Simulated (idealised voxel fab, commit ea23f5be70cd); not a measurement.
process module | voxel wiring stack
cross-section cut | 240 nm wide | cells 5 nm
A cross-section is a grid of square cells, given in bands from the top down. A band is one or more rows of cells.
Each band's line starts with the height of the band's top and of its bottom, in nm. Then come its materials from left to right, each with its width in nm. One material with "throughout" fills the band from edge to edge. "air" is empty space.
Height 0 is the level under which the wafer as received is all one material. The lowest band goes on downwards, as in "0 down".
A width such as "30 to 40" changes by the same amount from each row of cells to the next, from the band's top row to its bottom row.
"no change" after a step means that no cell of the cross-section changed.
closed voids: empty space of 8 cells or more with no open way to the top, each as width x height at its distance from the left edge, in nm
after a step's settings: what the simulator itself notes on the step
overlay nm, on a step with a mask: how far to the right of its planned place the mask lay; to the left if negative
plan
1 op RECEIVE | material Si
2 op CONFORMAL_DEP | material SiO2 | thk nm 15
3 op CONFORMAL_DEP | material SiCN | thk nm 5
4 op DIRECTIONAL_DEP | material lowk | thk nm 20
5 op PATTERN | tone open | mask id METAL_1 | material resist | width nm 20 | pitch nm 45 | thk nm 15 | overlay nm 0
6 op DIRECTIONAL_ETCH | etch materials lowk | depth nm 20
7 op DIRECTIONAL_ETCH | etch materials SiCN | depth nm 5
8 op STRIP | etch materials resist
9 op CONFORMAL_DEP | material TiN | thk nm 5
10 op FILL_DEP | material Cu | thk nm 10
11 op CMP | height nm 40
12 op EPI | material Ru | thk nm 5
13 op FILL_DEP | material SiCN | thk nm 5
14 op DIRECTIONAL_DEP | material SiO2 | thk nm 25
15 op MASKED_ETCH | tone open | mask id METAL_2 | width nm 20 | pitch nm 45 | etch materials SiO2 | depth nm 15 | overlay nm 0
16 op PATTERN | tone open | mask id METAL_2_HOLES | material resist | width nm 15 | pitch nm 45 | thk nm 20 | overlay nm 0
17 op DIRECTIONAL_ETCH | etch materials SiO2 | depth nm 10
18 op DIRECTIONAL_ETCH | etch materials SiCN | depth nm 5
19 op STRIP | etch materials resist
20 op CONFORMAL_DEP | material TiN | thk nm 5
21 op FILL_DEP | material Cu | thk nm 10
22 op CMP | height nm 75
23 op CONFORMAL_DEP | material SiCN | thk nm 5
24 op DIRECTIONAL_DEP | material SiO2 | thk nm 30
25 op PATTERN | tone open | mask id METAL_3 | material resist | width nm 20 | pitch nm 45 | thk nm 20 | overlay nm 0
26 op DIRECTIONAL_ETCH | etch materials SiO2 | depth nm 20
27 op STRIP | etch materials resist
28 op MASKED_ETCH | tone open | mask id METAL_3_HOLES | width nm 15 | pitch nm 45 | etch materials SiO2 | depth nm 10 | overlay nm 0
29 op MASKED_ETCH | tone open | mask id METAL_3_HOLES | width nm 15 | pitch nm 45 | etch materials SiCN | depth nm 5 | overlay nm 0
30 op CONFORMAL_DEP | material TiN | thk nm 5
31 op FILL_DEP | material Cu | thk nm 10
32 op CMP | height nm 110
33 op CONFORMAL_DEP | material SiCN | thk nm 5
as received, after step 1
  0 down: Si throughout
  closed voids: none
first wafer at the end, as planned
  115 to 110: SiCN throughout
  110 to 95: SiO2 65 | TiN 5 | Cu 10 | TiN 5 | SiO2 25 | TiN 5 | Cu 10 | TiN 5 | SiO2 25 | TiN 5 | Cu 10 | TiN 5 | SiO2 65
  95 to 90: SiO2 65 | TiN 5 | Cu 5 | TiN 10 | SiO2 25 | TiN 5 | Cu 5 | TiN 10 | SiO2 25 | TiN 5 | Cu 5 | TiN 10 | SiO2 65
  90 to 80: SiO2 65 | TiN 5 | Cu 5 | TiN 5 | SiO2 30 | TiN 5 | Cu 5 | TiN 5 | SiO2 30 | TiN 5 | Cu 5 | TiN 5 | SiO2 70
  80 to 75: SiCN 65 | TiN 15 | SiCN 30 | TiN 15 | SiCN 30 | TiN 15 | SiCN 70
  75 to 65: SiO2 65 | TiN 5 | Cu 10 | TiN 5 | SiO2 25 | TiN 5 | Cu 10 | TiN 5 | SiO2 25 | TiN 5 | Cu 10 | TiN 5 | SiO2 65
  65 to 60: SiO2 65 | TiN 5 | Cu 5 | TiN 10 | SiO2 25 | TiN 5 | Cu 5 | TiN 10 | SiO2 25 | TiN 5 | Cu 5 | TiN 10 | SiO2 65
  60 to 50: SiO2 65 | TiN 5 | Cu 5 | TiN 5 | SiO2 30 | TiN 5 | Cu 5 | TiN 5 | SiO2 30 | TiN 5 | Cu 5 | TiN 5 | SiO2 70
  50 to 45: SiCN 65 | TiN 15 | SiCN 30 | TiN 15 | SiCN 30 | TiN 15 | SiCN 70
  45 to 40: SiCN 60 | Ru 30 | SiCN 15 | Ru 30 | SiCN 15 | Ru 30 | SiCN 60
  40 to 20: lowk 65 | TiN 5 | Cu 10 | TiN 5 | lowk 25 | TiN 5 | Cu 10 | TiN 5 | lowk 25 | TiN 5 | Cu 10 | TiN 5 | lowk 65
  20 to 15: SiCN 65 | TiN 20 | SiCN 25 | TiN 20 | SiCN 25 | TiN 20 | SiCN 65
  15 to 0: SiO2 throughout
  0 down: Si throughout
  closed voids: none
second wafer at the end: like start, like plan, one mistake
  115 to 110: SiCN throughout
  110 to 95: SiO2 65 | TiN 5 | Cu 10 | TiN 5 | SiO2 25 | TiN 5 | Cu 10 | TiN 5 | SiO2 25 | TiN 5 | Cu 10 | TiN 5 | SiO2 65
  95 to 85: SiO2 65 | TiN 5 | Cu 5 | TiN 10 to 5 | SiO2 25 to 30 | TiN 5 | Cu 5 | TiN 10 to 5 | SiO2 25 to 30 | TiN 5 | Cu 5 | TiN 10 to 5 | SiO2 65 to 70
  85 to 80: SiO2 65 | TiN 15 | SiO2 30 | TiN 15 | SiO2 30 | TiN 15 | SiO2 70
  80 to 75: SiCN 70 | TiN 10 | SiCN 35 | TiN 10 | SiCN 35 | TiN 10 | SiCN 70
  75 to 65: SiO2 65 | TiN 5 | Cu 10 | TiN 5 | SiO2 25 | TiN 5 | Cu 10 | TiN 5 | SiO2 25 | TiN 5 | Cu 10 | TiN 5 | SiO2 65
  65 to 60: SiO2 65 | TiN 5 | Cu 5 | TiN 10 | SiO2 25 | TiN 5 | Cu 5 | TiN 10 | SiO2 25 | TiN 5 | Cu 5 | TiN 10 | SiO2 65
  60 to 50: SiO2 65 | TiN 5 | Cu 5 | TiN 5 | SiO2 30 | TiN 5 | Cu 5 | TiN 5 | SiO2 30 | TiN 5 | Cu 5 | TiN 5 | SiO2 70
  50 to 45: SiCN 65 | TiN 15 | SiCN 30 | TiN 15 | SiCN 30 | TiN 15 | SiCN 70
  45 to 40: SiCN 60 | Ru 30 | SiCN 15 | Ru 30 | SiCN 15 | Ru 30 | SiCN 60
  40 to 20: lowk 65 | TiN 5 | Cu 10 | TiN 5 | lowk 25 | TiN 5 | Cu 10 | TiN 5 | lowk 25 | TiN 5 | Cu 10 | TiN 5 | lowk 65
  20 to 15: SiCN 65 | TiN 20 | SiCN 25 | TiN 20 | SiCN 25 | TiN 20 | SiCN 65
  15 to 0: SiO2 throughout
  0 down: Si throughout
  closed voids: none
what went wrong: step 29 ran as: op MASKED_ETCH | tone open | mask id METAL_3_HOLES | width nm 15 | pitch nm 45 | etch materials SiCN | depth nm 5 | overlay nm 5
at the end the second wafer has, in cells: 3 fewer of Cu | 3 more of SiCN
